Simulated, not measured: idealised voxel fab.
Title: Process Module voxel double patterning
cross-section cut | 295 nm wide | cells 5 nm
We lay out every cross-section as a grid of square cells and spell it out in bands from the top down, where one band means one or more rows of cells. Heights first: top, then bottom, in nm. Then materials, left to right, each with a width in nm. "all across" on a single material: fills the band edge to edge. "blank": empty space. Height is counted from the level 0, under which the received wafer is composed throughout of one material. The lowest of the bands is not closed at the bottom but continues downward, in the notation "0 -> down". The two numbers in a width such as "30->40" mark its ends across the band: the first belongs to the top row of cells, the second to the bottom row, and from each row to the next the width moves by the same amount. "remains unaltered" means the step left every cell of the cross-section as it was. "Voids lacking openings" contains a list of empty spaces, each no smaller than 8 cells and without an open way to the top, written in the form width x height at distance with the distance from the left edge and all three in nm. Note: text after step settings on the step line = simulator remark on that step. overlay nm: mask right of planned place by this much (step with mask). Neg. = left.
[plan]
1: RECEIVE [material Si]
2: CONFORMAL_DEP [material SiO2] [thk nm 5]
3: DIRECTIONAL_DEP [material W] [thk nm 10]
4: DIRECTIONAL_DEP [material SiCN] [thk nm 10]
5: DIRECTIONAL_DEP [material aC] [thk nm 15]
6: PATTERN [tone open] [mask id FIRST] [material resist] [width nm 15] [pitch nm 50] [thk nm 35] [overlay nm 0]
7: DIRECTIONAL_ETCH [etch materials aC] [depth nm 15]
8: STRIP [etch materials resist]
9: DIRECTIONAL_ETCH [etch materials SiCN] [depth nm 10]
10: STRIP [etch materials aC]
11: MASKED_ETCH [tone open] [mask id SECOND] [width nm 15] [etch materials SiCN] [depth nm 10] [overlay nm 0]
12: DIRECTIONAL_ETCH [etch materials W] [depth nm 10]
13: STRIP [etch materials SiCN]
[Wafer at receipt (post step 1), cross-section]
- 0 -> down = Si all across
- Voids lacking openings: none
[Cross-sectional result after module completion. Note: starting condition and plan are unchanged from above; one processing mistake was made]
- 25 -> 15 = W: 115, then blank: 15, then W: 10, then blank: 15, then W: 10, then blank: 15, then W: 115
- 15 -> 0 = SiO2 all across
- 0 -> down = Si all across
- Voids lacking openings: none
Deviation noted in wafer processing: so step 2 ended up running with a different setting than we planned, it ran as CONFORMAL_DEP [material SiO2] [thk nm 15]
